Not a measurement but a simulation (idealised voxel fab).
Process module heading - voxel spacer lines
This is section cut - it's 150 nm across, gridded in 5 nm square cells.
Cross-section format: a grid of square cells, given as bands from top to bottom; each band is one or more rows of cells.
It is stipulated that each band's entry specify, in nanometres, the height of the top of the band and then that of its bottom, followed by the materials of the band in left-to-right sequence, each together with its width in nanometres. A single material marked by the word "edge to edge" is understood to fill the band from edge to edge; the word "blank" is understood to denote empty space.
The reference from which all heights are counted is 0, the level beneath which the as-received wafer is entirely one material; the lowest band, having no lower bound, proceeds downward and is written after the example "top 0, no bottom".
So if you see something like "30 to 40" for the width, read it as the top row of the band sitting at the first number and the bottom row at the second, with every row in between moving by the same amount as the last.
"no modification" after a step means that no cell of the cross-section changed.
The label "Non-vented voids" introduces a list of the empty spaces, 8 cells or larger, that have no open way up to the top; each entry in it reads width x height at distance, where the distance is taken from the left edge and all three are stated in nm.
Anything after a step's settings on that line? It's the simulator's own note about the step.
"overlay nm" on a masked step: distance the mask lay right of its planned place, negative for left.
# Below is the list of planned process steps
- 1: RECEIVE [material Si]
- 2: CONFORMAL_DEP [material Al2O3] [thk nm 5]
- 3: DIRECTIONAL_DEP [material SiN] [thk nm 20]
- 4: DIRECTIONAL_DEP [material aC] [thk nm 20]
- 5: PATTERN [tone cover] [mask id MANDREL] [material resist] [width nm 25] [pitch nm 80] [thk nm 30] [overlay nm 0]
- 6: DIRECTIONAL_ETCH [etch materials aC] [depth nm 20]
- 7: STRIP [etch materials resist]
- 8: CONFORMAL_DEP [material SiO2] [thk nm 15]
- 9: DIRECTIONAL_ETCH [etch materials SiO2] [depth nm 15]
- 10: STRIP [etch materials aC]
- 11: DIRECTIONAL_ETCH [etch materials SiN] [depth nm 20]
- 12: STRIP [etch materials SiO2]
# Account of the first of two wafers, which was processed as intended
# Wafer cross-section on receipt, i.e. after step 1
  top 0, no bottom | Si edge to edge
  Non-vented voids: none
# The wafer, seen in cross-section, after step 2
  top 5, bottom 0 | Al2O3 edge to edge
  Whatever lies below 0 is exactly as it was before.
# The wafer, seen in cross-section, after step 3
  top 25, bottom 5 | SiN edge to edge
  Whatever lies below 5 is exactly as it was before.
# The wafer, seen in cross-section, after step 4
  top 45, bottom 25 | aC edge to edge
  Whatever lies below 25 is exactly as it was before.
# The wafer, seen in cross-section, after step 5
  top 75, bottom 45 | 20 nm blank; 25 nm resist; 55 nm blank; 25 nm resist; 25 nm blank
  Whatever lies below 45 is exactly as it was before.
# The wafer, seen in cross-section, after step 6
  top 55, bottom 45 | 20 nm blank; 25 nm resist; 55 nm blank; 25 nm resist; 25 nm blank
  top 45, bottom 25 | 20 nm blank; 25 nm aC; 55 nm blank; 25 nm aC; 25 nm blank
  Whatever lies below 25 is exactly as it was before.
# The wafer, seen in cross-section, after step 7
  top 45, bottom 25 | 20 nm blank; 25 nm aC; 55 nm blank; 25 nm aC; 25 nm blank
  Whatever lies below 25 is exactly as it was before.
# The wafer, seen in cross-section, after step 8
  top 60, bottom 45 | 5 nm blank; 55 nm SiO2; 25 nm blank; 55 nm SiO2; 10 nm blank
  top 45, bottom 40 | 5 nm blank; 15 nm SiO2; 25 nm aC; 15 nm SiO2; 25 nm blank; 15 nm SiO2; 25 nm aC; 15 nm SiO2; 10 nm blank
  top 40, bottom 25 | 20 nm SiO2; 25 nm aC; 55 nm SiO2; 25 nm aC; 25 nm SiO2
  Whatever lies below 25 is exactly as it was before.
# The wafer, seen in cross-section, after step 9
  top 45, bottom 25 | 5 nm blank; 15 nm SiO2; 25 nm aC; 15 nm SiO2; 25 nm blank; 15 nm SiO2; 25 nm aC; 15 nm SiO2; 10 nm blank
  Whatever lies below 25 is exactly as it was before.
# The wafer, seen in cross-section, after step 10
  top 45, bottom 25 | 5 nm blank; 15 nm SiO2; 25 nm blank; 15 nm SiO2; 25 nm blank; 15 nm SiO2; 25 nm blank; 15 nm SiO2; 10 nm blank
  Whatever lies below 25 is exactly as it was before.
# The wafer, seen in cross-section, after step 11
  top 45, bottom 25 | 5 nm blank; 15 nm SiO2; 25 nm blank; 15 nm SiO2; 25 nm blank; 15 nm SiO2; 25 nm blank; 15 nm SiO2; 10 nm blank
  top 25, bottom 5 | 5 nm blank; 15 nm SiN; 25 nm blank; 15 nm SiN; 25 nm blank; 15 nm SiN; 25 nm blank; 15 nm SiN; 10 nm blank
  Whatever lies below 5 is exactly as it was before.
# The wafer, seen in cross-section, after step 12
  top 25, bottom 5 | 5 nm blank; 15 nm SiN; 25 nm blank; 15 nm SiN; 25 nm blank; 15 nm SiN; 25 nm blank; 15 nm SiN; 10 nm blank
  Whatever lies below 5 is exactly as it was before.
# What follows concerns the second wafer, which started out like the first and was meant to follow the very same plan; one mistake crept in when it was run, but everything up to and including step 4 is the same as for the first wafer
# Second wafer at the planned finish of step 5, seen in cross-section
  top 75, bottom 45 | 20 nm blank; 30 nm resist; 50 nm blank; 30 nm resist; 20 nm blank
  Whatever lies below 45 is exactly as it was before.
# Second wafer at the planned finish of step 6, seen in cross-section
  top 55, bottom 45 | 20 nm blank; 30 nm resist; 50 nm blank; 30 nm resist; 20 nm blank
  top 45, bottom 25 | 20 nm blank; 30 nm aC; 50 nm blank; 30 nm aC; 20 nm blank
  Whatever lies below 25 is exactly as it was before.
# Second wafer at the planned finish of step 7, seen in cross-section
  top 45, bottom 25 | 20 nm blank; 30 nm aC; 50 nm blank; 30 nm aC; 20 nm blank
  Whatever lies below 25 is exactly as it was before.
# Second wafer at the planned finish of step 8, seen in cross-section
  top 60, bottom 45 | 5 nm blank; 60 nm SiO2; 20 nm blank; 60 nm SiO2; 5 nm blank
  top 45, bottom 40 | 5 nm blank; 15 nm SiO2; 30 nm aC; 15 nm SiO2; 20 nm blank; 15 nm SiO2; 30 nm aC; 15 nm SiO2; 5 nm blank
  top 40, bottom 25 | 20 nm SiO2; 30 nm aC; 50 nm SiO2; 30 nm aC; 20 nm SiO2
  Whatever lies below 25 is exactly as it was before.
# Second wafer at the planned finish of step 9, seen in cross-section
  top 45, bottom 25 | 5 nm blank; 15 nm SiO2; 30 nm aC; 15 nm SiO2; 20 nm blank; 15 nm SiO2; 30 nm aC; 15 nm SiO2; 5 nm blank
  Whatever lies below 25 is exactly as it was before.
# Second wafer at the planned finish of step 10, seen in cross-section
  top 45, bottom 25 | 5 nm blank; 15 nm SiO2; 30 nm blank; 15 nm SiO2; 20 nm blank; 15 nm SiO2; 30 nm blank; 15 nm SiO2; 5 nm blank
  Whatever lies below 25 is exactly as it was before.
# Second wafer at the planned finish of step 11, seen in cross-section
  top 45, bottom 25 | 5 nm blank; 15 nm SiO2; 30 nm blank; 15 nm SiO2; 20 nm blank; 15 nm SiO2; 30 nm blank; 15 nm SiO2; 5 nm blank
  top 25, bottom 5 | 5 nm blank; 15 nm SiN; 30 nm blank; 15 nm SiN; 20 nm blank; 15 nm SiN; 30 nm blank; 15 nm SiN; 5 nm blank
  Whatever lies below 5 is exactly as it was before.
# Second wafer at the planned finish of step 12, seen in cross-section
  top 25, bottom 5 | 5 nm blank; 15 nm SiN; 30 nm blank; 15 nm SiN; 20 nm blank; 15 nm SiN; 30 nm blank; 15 nm SiN; 5 nm blank
  Whatever lies below 5 is exactly as it was before.
Misprocessing identified: step 5 changed vs plan, executed as PATTERN [tone cover] [mask id MANDREL] [material resist] [width nm 30] [pitch nm 80] [thk nm 30] [overlay nm 0]
At the end, each material covers as many cells on the second wafer as it does on the first, though the cells it covers are elsewhere.
